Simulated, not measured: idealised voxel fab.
The name of this process module is voxel self aligned contacts.
In the cross-section labelled cut, the width is 225 nm and each square cell is 5 nm.
We lay out every cross-section as a grid of square cells and spell it out in bands from the top down, where one band means one or more rows of cells.
The band entry comprises the height of the band's top followed by the height of its bottom, expressed in nm, and subsequently the band's materials from left to right, each stated together with its width in nm. Where a single material is marked with the word "throughout", that material fills the band from edge to edge. The word "air" represents empty space.
Height datum 0, below which the as-received substrate wafer is one material. Lowest band open at the bottom, running downward: "0 nm and below".
Read "30..40" as a graded width: first number on top, second number at the bottom, same change between each pair of neighbouring rows.
"no alterations made" after a step means that no cell of the cross-section changed.
This entry, "Closed voids list", enumerates those empty regions of no fewer than 8 cells that possess no open connection to the top. Each region is reported in the form width x height at distance, the distance being taken from the left edge, with all three quantities expressed in nm.
It should be noted that, on the line of a given step, the content following the step's settings is a remark produced by the simulator itself with respect to that step.
overlay nm: mask right of planned place by this much (step with mask). Neg. = left.
-- Below is the list of planned process steps
1 RECEIVE (material Si)
2 OXIDIZE (depth nm 5)
3 DIRECTIONAL_DEP (material polySi; thk nm 25)
4 DIRECTIONAL_DEP (material SiN; thk nm 25)
5 DIRECTIONAL_DEP (material aC; thk nm 10)
6 PATTERN (tone cover; mask id GATE; material resist; width nm 25; pitch nm 80; thk nm 25; overlay nm 0)
7 DIRECTIONAL_ETCH (etch materials aC; depth nm 10)
8 STRIP (etch materials resist)
9 DIRECTIONAL_ETCH (etch materials SiN; depth nm 25)
10 DIRECTIONAL_ETCH (etch materials polySi; depth nm 25)
11 STRIP (etch materials aC)
12 CONFORMAL_DEP (material SiN; thk nm 10)
13 DIRECTIONAL_ETCH (etch materials SiN; depth nm 10)
14 FILL_DEP (material SiO2; thk nm 15)
15 CMP (height nm 60)
16 MASKED_ETCH (tone open; mask id CONTACT; width nm 65; pitch nm 80; etch materials SiO2; depth nm 65; overlay nm 0)
17 CONFORMAL_DEP (material TiN; thk nm 5)
18 FILL_DEP (material W; thk nm 10)
19 CMP (height nm 60)
20 CONFORMAL_DEP (material SiCN; thk nm 5)
Keep in mind the plan's value for the width nm of step 6 comes from the first wafer; the wafers don't share that setting, but they do share the same starting point.
-- After step 1, as received: first of several wafers, cross-section
* 0 nm and below  Si throughout
* Closed voids list: none
-- End of the module, past its last step, step 20: how the first of several wafers looks in cross-section
* 65 nm to 60 nm  SiCN throughout
* 60 nm to 50 nm  40 SiO2, 5..20 TiN, 55..25 W, 5..20 TiN, 15 SiO2, 5..20 TiN, 55..25 W, 5..20 TiN, 40 SiO2
* 50 nm to 25 nm  10 SiO2, 45 SiN, 5 TiN, 25 W, 5 TiN, 45 SiN, 5 TiN, 25 W, 5 TiN, 45 SiN, 10 SiO2
* 25 nm to 0 nm  10 SiO2, 10 SiN, 25 polySi, 10 SiN, 5 TiN, 25 W, 5 TiN, 10 SiN, 25 polySi, 10 SiN, 5 TiN, 25 W, 5 TiN, 10 SiN, 25 polySi, 10 SiN, 10 SiO2
* 0 nm to -5 nm  55 SiO2, 35 TiN, 45 SiO2, 35 TiN, 55 SiO2
* -5 nm and below  Si throughout
* Closed voids list: none
-- So this is the cross-section on the last wafer at the end of the module
* 65 nm to 60 nm  SiCN throughout
* 60 nm to 50 nm  40 SiO2, 5..25 TiN, 55..15 W, 5..25 TiN, 15 SiO2, 5..25 TiN, 55..15 W, 5..25 TiN, 40 SiO2
* 50 nm to 25 nm  5 SiO2, 55 SiN, 5 TiN, 15 W, 5 TiN, 55 SiN, 5 TiN, 15 W, 5 TiN, 55 SiN, 5 SiO2
* 25 nm to 0 nm  5 SiO2, 10 SiN, 35 polySi, 10 SiN, 5 TiN, 15 W, 5 TiN, 10 SiN, 35 polySi, 10 SiN, 5 TiN, 15 W, 5 TiN, 10 SiN, 35 polySi, 10 SiN, 5 SiO2
* 0 nm to -5 nm  60 SiO2, 25 TiN, 55 SiO2, 25 TiN, 60 SiO2
* -5 nm and below  Si throughout
* Closed voids list: none
-- The rows of the table below are wafers. Looking at the end of the module, a row counts, for every material, the cells the wafer has gained, shown as (+), or lost, shown as (-), since it was received; its closed voids come next
width nm 25; -45 Si; +45 SiCN; +195 SiN; +109 SiO2; +74 TiN; +132 W; +75 polySi; Closed voids list: none
width nm 30; -45 Si; +45 SiCN; +210 SiN; +101 SiO2; +74 TiN; +110 W; +90 polySi; Closed voids list: none
width nm 35; -45 Si; +45 SiCN; +225 SiN; +93 SiO2; +74 TiN; +88 W; +105 polySi; Closed voids list: none
